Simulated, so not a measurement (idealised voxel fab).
Documented hereafter: the process module known as voxel transistor to metal.
FYI the section here is cut, 150 nm wide, cells are 5 nm squares.
Notation: cross-section as square-cell grid; stated in bands, top first, going down; one or more cell rows per band.
Look at the band entry: it leads with the top's height and the bottom's height in nm. Then it lists the materials left to right, with a width in nm for each. The word "everywhere" on a single material says that material fills the band edge to edge. The word "air" is empty space.
Convention: height 0 is the level below which the wafer, as received, is all one material. The lowest band does not terminate at the bottom but continues downward, represented as "top 0, no bottom".
So if you see something like "30..40" for the width, read it as the top row of the band sitting at the first number and the bottom row at the second, with every row in between moving by the same amount as the last.
"nothing different" (step): cross-section cells unchanged, all of them.
Any empty space of 8 cells or more lacking an open way to the top shows up in "Enclosed cavity list" as width x height at distance, distance from the left edge, in nm.
What comes after the settings on a step's line is commentary from the simulator itself on that step.
overlay nm: on a step with a mask, how far right of its planned place the mask lay; negative means left.

# Here's what the planned process steps look like
1) RECEIVE, material Si
2) OXIDIZE, depth nm 5
3) CONFORMAL_DEP, material SiN, thk nm 15
4) PATTERN, tone cover, mask id ACTIVE, material resist, width nm 115, thk nm 15, overlay nm 0
5) DIRECTIONAL_ETCH, etch materials SiN, depth nm 15
6) DIRECTIONAL_ETCH, etch materials SiO2, depth nm 5
7) DIRECTIONAL_ETCH, etch materials Si, depth nm 35
8) STRIP, etch materials resist
9) FILL_DEP, material SiO2, thk nm 15
10) CMP, height nm 15
11) SELECTIVE_ETCH, etch materials SiO2, depth nm 5
12) STRIP, etch materials SiN
13) SELECTIVE_ETCH, etch materials SiO2, depth nm 5
14) OXIDIZE, depth nm 5
15) DIRECTIONAL_DEP, material polySi, thk nm 30
16) DIRECTIONAL_DEP, material SiCN, thk nm 15
17) DIRECTIONAL_DEP, material aC, thk nm 15
18) PATTERN, tone cover, mask id GATE, material resist, width nm 35, thk nm 35, overlay nm 0
19) DIRECTIONAL_ETCH, etch materials aC, depth nm 15
20) STRIP, etch materials resist
21) DIRECTIONAL_ETCH, etch materials SiCN, depth nm 25
22) DIRECTIONAL_ETCH, etch materials polySi, depth nm 40
23) STRIP, etch materials aC
24) CONFORMAL_DEP, material SiO2, thk nm 5
25) DIRECTIONAL_ETCH, etch materials SiO2, depth nm 5
26) CONFORMAL_DEP, material SiN, thk nm 5
27) DIRECTIONAL_ETCH, etch materials SiN, depth nm 5
28) DIRECTIONAL_ETCH, etch materials SiO2, depth nm 5
29) DIRECTIONAL_ETCH, etch materials Si, depth nm 5
30) EPI, material nSi, thk nm 5
31) FILL_DEP, material SiO2, thk nm 5
32) CMP, height nm 25
33) STRIP, etch materials polySi
34) SELECTIVE_ETCH, etch materials SiO2, depth nm 5
35) CONFORMAL_DEP, material HfO2, thk nm 5
36) CONFORMAL_DEP, material TiN, thk nm 5
37) FILL_DEP, material W, thk nm 5
38) CMP, height nm 20
39) DIRECTIONAL_DEP, material SiO2, thk nm 10
40) MASKED_ETCH, tone open, mask id CONTACT, width nm 15, pitch nm 90, etch materials SiO2, depth nm 40, overlay nm 0
41) CONFORMAL_DEP, material TiN, thk nm 5
42) FILL_DEP, material W, thk nm 10
43) CMP, height nm 30
44) CONFORMAL_DEP, material SiCN, thk nm 5
45) DIRECTIONAL_DEP, material lowk, thk nm 15
46) PATTERN, tone open, mask id METAL_1, material resist, width nm 15, pitch nm 90, thk nm 15, overlay nm 0
47) DIRECTIONAL_ETCH, etch materials lowk, depth nm 15
48) DIRECTIONAL_ETCH, etch materials SiCN, depth nm 5
49) STRIP, etch materials resist
50) CONFORMAL_DEP, material TiN, thk nm 5
51) FILL_DEP, material W, thk nm 5
52) CMP, height nm 50
53) EPI, material Ru, thk nm 5
54) FILL_DEP, material SiCN, thk nm 5
55) DIRECTIONAL_DEP, material SiO2, thk nm 30
56) DIRECTIONAL_DEP, material aC, thk nm 15
57) PATTERN, tone open, mask id METAL_2, material resist, width nm 15, pitch nm 90, thk nm 35, overlay nm 0
58) DIRECTIONAL_ETCH, etch materials aC, depth nm 15
59) STRIP, etch materials resist
60) DIRECTIONAL_ETCH, etch materials SiO2, depth nm 15
61) STRIP, etch materials aC
62) MASKED_ETCH, tone open, mask id METAL_2_HOLES, width nm 15, pitch nm 90, etch materials SiO2, depth nm 15, overlay nm 0
63) MASKED_ETCH, tone open, mask id METAL_2_HOLES, width nm 15, pitch nm 90, etch materials SiCN, depth nm 5, overlay nm 0
64) CONFORMAL_DEP, material TiN, thk nm 5
65) FILL_DEP, material Cu, thk nm 10
66) CMP, height nm 90
67) CONFORMAL_DEP, material SiCN, thk nm 5

# Cross-section, incoming material, after step 1
top 0, no bottom = Si everywhere
Enclosed cavity list: none

# Starting structure and process plan are as shown above, but one mistake was made in running the module; the wafer cross-section at the end of the module follows
top 95, bottom 90 = SiCN everywhere
top 90, bottom 60 = 20 SiO2, then 5 TiN, then 5 Cu, then 5 TiN, then 75 SiO2, then 5 TiN, then 5 Cu, then 5 TiN, then 25 SiO2
top 60, bottom 55 = 20 SiCN, then 15 TiN, then 75 SiCN, then 15 TiN, then 25 SiCN
top 55, bottom 50 = 15 SiCN, then 25 Ru, then 65 SiCN, then 25 Ru, then 20 SiCN
top 50, bottom 35 = 20 lowk, then 5 TiN, then 5 W, then 5 TiN, then 75 lowk, then 5 TiN, then 5 W, then 5 TiN, then 25 lowk
top 35, bottom 30 = 20 SiCN, then 15 TiN, then 75 SiCN, then 15 TiN, then 25 SiCN
top 30, bottom 20 = 20 SiO2, then 5 TiN, then 5 W, then 5 TiN, then 75 SiO2, then 5 TiN, then 5 W, then 5 TiN, then 25 SiO2
top 20, bottom 0 = 20 SiO2, then 5 TiN, then 5 W, then 5 TiN, then 10 SiO2, then 5 SiN, then 5 HfO2, then 5 TiN, then 25 W, then 5 TiN, then 5 HfO2, then 5 SiN, then 10 SiO2, then 5 TiN, then 5 W, then 5 TiN, then 25 SiO2
top 0, bottom -5 = 20 SiO2, then 5 TiN, then 5 W, then 5 TiN, then 10 SiO2, then 5 SiN, then 5 HfO2, then 35 TiN, then 5 HfO2, then 5 SiN, then 10 SiO2, then 5 TiN, then 5 W, then 5 TiN, then 25 SiO2
top -5, bottom -10 = 5 SiO2, then 5 SiN, then 10 SiO2, then 15 TiN, then 5 SiO2, then 5 nSi, then 5 SiO2, then 45 HfO2, then 5 SiO2, then 5 nSi, then 5 SiO2, then 15 TiN, then 10 SiO2, then 5 SiN, then 10 SiO2
top -10, bottom -15 = 5 SiO2, then 5 SiN, then 10 SiO2, then 25 nSi, then 55 Si, then 25 nSi, then 10 SiO2, then 5 SiN, then 10 SiO2
top -15, bottom -20 = 20 SiO2, then 105 Si, then 25 SiO2
top -20, bottom -40 = 15 SiO2, then 115 Si, then 20 SiO2
top -40, no bottom = Si everywhere
Enclosed cavity list: none
In executing the process, a mistake was made relative to the plan: note that step 13 departed from the planned setting and was carried out as SELECTIVE_ETCH, etch materials SiO2, depth nm 15
